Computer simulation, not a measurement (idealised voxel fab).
This is a process module. Its name is voxel quadruple lines.
Xsec cut, 255 nm wide, square cell size 5 nm.
The cross-sections in this document take the form of a grid made of square cells. They are written out as bands, in order from top to bottom. Each band consists of one or more rows of cells. Band: top and bottom heights (nm) first, top before bottom; then materials from left to right, widths in nm. "everywhere" marks a sole material filling the band edge to edge. "air" denotes empty space. Counting heights begins at 0, where everything beneath is, in the wafer as received, one material. The lowest band has no bottom; it goes on downwards, as "0 and below" shows. Think of "30 to 40" as a width that walks from the first number to the second as you go down the band, top row to bottom row, taking equal-sized steps from row to row. A step reported as "all unchanged" is a step in which no cell of the cross-section changed. Closed empty spaces (no open way to the top) of 8 cells or more are what "Closed void entries" lists, each as width x height at distance from the left edge, nm for all three. Whatever follows a step's settings on its line is a remark the simulator itself makes about that step. A step line may carry the setting "overlay nm", which, for steps involving a mask, states the distance by which the mask lay to the right of its intended position; negative values denote displacement to the left.

THE PROCESS STEPS THAT WERE PLANNED ARE LISTED BELOW
1. RECEIVE [material Si]
2. CONFORMAL_DEP [material Al2O3] [thk nm 5]
3. DIRECTIONAL_DEP [material W] [thk nm 15]
4. DIRECTIONAL_DEP [material polySi] [thk nm 20]
5. DIRECTIONAL_DEP [material aC] [thk nm 20]
6. PATTERN [tone cover] [mask id MANDREL] [material resist] [width nm 15] [pitch nm 60] [thk nm 25] [overlay nm 0]
7. DIRECTIONAL_ETCH [etch materials aC] [depth nm 20]
8. STRIP [etch materials resist]
9. CONFORMAL_DEP [material SiO2] [thk nm 10]
10. DIRECTIONAL_ETCH [etch materials SiO2] [depth nm 10]
11. STRIP [etch materials aC]
12. DIRECTIONAL_ETCH [etch materials polySi] [depth nm 20]
13. STRIP [etch materials SiO2]
14. CONFORMAL_DEP [material SiN] [thk nm 5]
15. DIRECTIONAL_ETCH [etch materials SiN] [depth nm 5]
16. STRIP [etch materials polySi]
17. DIRECTIONAL_ETCH [etch materials W] [depth nm 15]
18. STRIP [etch materials SiN]
19. FILL_DEP [material lowk] [thk nm 5]
20. CMP [height nm 20]
Wafers differ in width nm at step 6; plan lists the first wafer's value; identical starting state.

THE FIRST OF SEVERAL WAFERS AS RECEIVED, SHOWN IN CROSS-SECTION; THIS IS ITS STATE AFTER STEP 1
0 and below: Si everywhere
Closed void entries: none

CROSS-SECTION OF THE FIRST OF SEVERAL WAFERS ONCE THE MODULE HAS RUN THROUGH ITS LAST STEP, STEP 20
20 down to 5: lowk: 75 / W: 5 / lowk: 10 / W: 5 / lowk: 5 / W: 5 / lowk: 10 / W: 5 / lowk: 15 / W: 5 / lowk: 10 / W: 5 / lowk: 5 / W: 5 / lowk: 10 / W: 5 / lowk: 75
5 down to 0: Al2O3 everywhere
0 and below: Si everywhere
Closed void entries: none

CROSS-SECTION, LAST WAFER, MODULE COMPLETION
20 down to 5: lowk: 65 / W: 5 / lowk: 10 / W: 5 / lowk: 25 / W: 5 / lowk: 10 / W: 5 / lowk: 10 / W: 5 / lowk: 25 / W: 5 / lowk: 10 / W: 5 / lowk: 65
5 down to 0: Al2O3 everywhere
0 and below: Si everywhere
Closed void entries: none

EACH WAFER AT THE END: CELLS OF EACH MATERIAL GAINED (+) OR LOST (-) SINCE IT WAS RECEIVED, THEN ITS CLOSED VOIDS
width nm 15 | +51 Al2O3 | +24 W | +129 lowk | Closed void entries: none
width nm 20 | +51 Al2O3 | +24 W | +129 lowk | Closed void entries: none
width nm 25 | +51 Al2O3 | +24 W | +129 lowk | Closed void entries: none
width nm 30 | +51 Al2O3 | +24 W | +129 lowk | Closed void entries: none
width nm 35 | +51 Al2O3 | +21 W | +132 lowk | Closed void entries: none
